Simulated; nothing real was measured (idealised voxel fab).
Process module heading - voxel self aligned vias
Cross-section cut spans 265 nm and uses square cells 5 nm in size.
Cross-section format: a grid of square cells, given as bands from top to bottom; each band is one or more rows of cells.
Band entry format. Leading values: height of top, height of bottom, nm. Remainder: materials in left-to-right order, each with its width in nm. Special words: "edge to edge" on a single material, which then fills the band edge to edge; "blank", empty space.
The reference from which all heights are counted is 0, the level beneath which the as-received wafer is entirely one material; the lowest band, having no lower bound, proceeds downward and is written after the example "0..down".
When a width is written as two numbers, as in "30 to 40", the first number is the width in the top row of cells of the band and the second is the width in its bottom row, and the width changes by the same amount from each row to the next.
It should be understood that the words "no alterations made", when stated for a given step, signify that the cross-section underwent no change in any of its cells during that step.
For the entry "Closed void entries", the listed items are empty spaces with no open way to the top whose size is 8 cells or more; each item follows the pattern width x height at distance, where distance is from the left edge and all three are in nm.
Formally, on a step line, whatever follows the settings is a remark that the simulator itself makes on the step.
For masked steps, "overlay nm" on the step line gives how far right of plan the mask actually lay; a minus sign means it lay to the left.

Steps planned for the process:
| 1 | RECEIVE | material Si |
| 2 | CONFORMAL_DEP | material SiO2 | thk nm 15 |
| 3 | CONFORMAL_DEP | material SiCN | thk nm 5 |
| 4 | DIRECTIONAL_DEP | material lowk | thk nm 25 |
| 5 | DIRECTIONAL_DEP | material aC | thk nm 10 |
| 6 | PATTERN | tone open | mask id LINES | material resist | width nm 30 | pitch nm 80 | thk nm 30 | overlay nm 0 |
| 7 | DIRECTIONAL_ETCH | etch materials aC | depth nm 10 |
| 8 | STRIP | etch materials resist |
| 9 | DIRECTIONAL_ETCH | etch materials lowk | depth nm 25 |
| 10 | STRIP | etch materials aC |
| 11 | CONFORMAL_DEP | material TiN | thk nm 5 |
| 12 | FILL_DEP | material Ru | thk nm 10 |
| 13 | CMP | height nm 45 |
| 14 | SELECTIVE_ETCH | etch materials W Ru TiN | depth nm 10 |
| 15 | FILL_DEP | material SiN | thk nm 5 |
| 16 | CMP | height nm 45 |
| 17 | DIRECTIONAL_DEP | material lowk | thk nm 15 |
| 18 | DIRECTIONAL_DEP | material aC | thk nm 10 |
| 19 | PATTERN | tone open | mask id VIAS | material resist | width nm 50 | pitch nm 160 | thk nm 30 | overlay nm 0 |
| 20 | DIRECTIONAL_ETCH | etch materials aC | depth nm 10 |
| 21 | STRIP | etch materials resist |
| 22 | DIRECTIONAL_ETCH | etch materials lowk | depth nm 15 |
| 23 | DIRECTIONAL_ETCH | etch materials SiN | depth nm 10 |
| 24 | STRIP | etch materials aC |
| 25 | CONFORMAL_DEP | material TiN | thk nm 5 |
| 26 | FILL_DEP | material Cu | thk nm 10 |
| 27 | CMP | height nm 60 |
| 28 | CONFORMAL_DEP | material SiCN | thk nm 5 |

Cross-section of the incoming wafer, state after step 1:
0..down: Si edge to edge
Closed void entries: none

A wafer at the end: this start, this plan, one mistake:
65..60: SiCN edge to edge
60..45: 25 lowk, 5 TiN, 40 Cu, 5 TiN, 110 lowk, 5 TiN, 40 Cu, 5 TiN, 30 lowk
45..40: 25 SiN, 15 TiN, 20 Cu, 15 TiN, 110 SiN, 15 TiN, 20 Cu, 15 TiN, 30 SiN
40..35: 35 lowk, 30 TiN, 50 lowk, 30 SiN, 50 lowk, 30 TiN, 40 lowk
35..20: 35 lowk, 5 TiN, 20 Ru, 5 TiN, 50 lowk, 5 TiN, 20 Ru, 5 TiN, 50 lowk, 5 TiN, 20 Ru, 5 TiN, 40 lowk
20..15: 35 lowk, 30 TiN, 50 lowk, 30 TiN, 50 lowk, 30 TiN, 40 lowk
15..0: SiO2 edge to edge
0..down: Si edge to edge
Closed void entries: none
What was the processing mistake? execution of step 3 of the plan did not take place, the step having been omitted
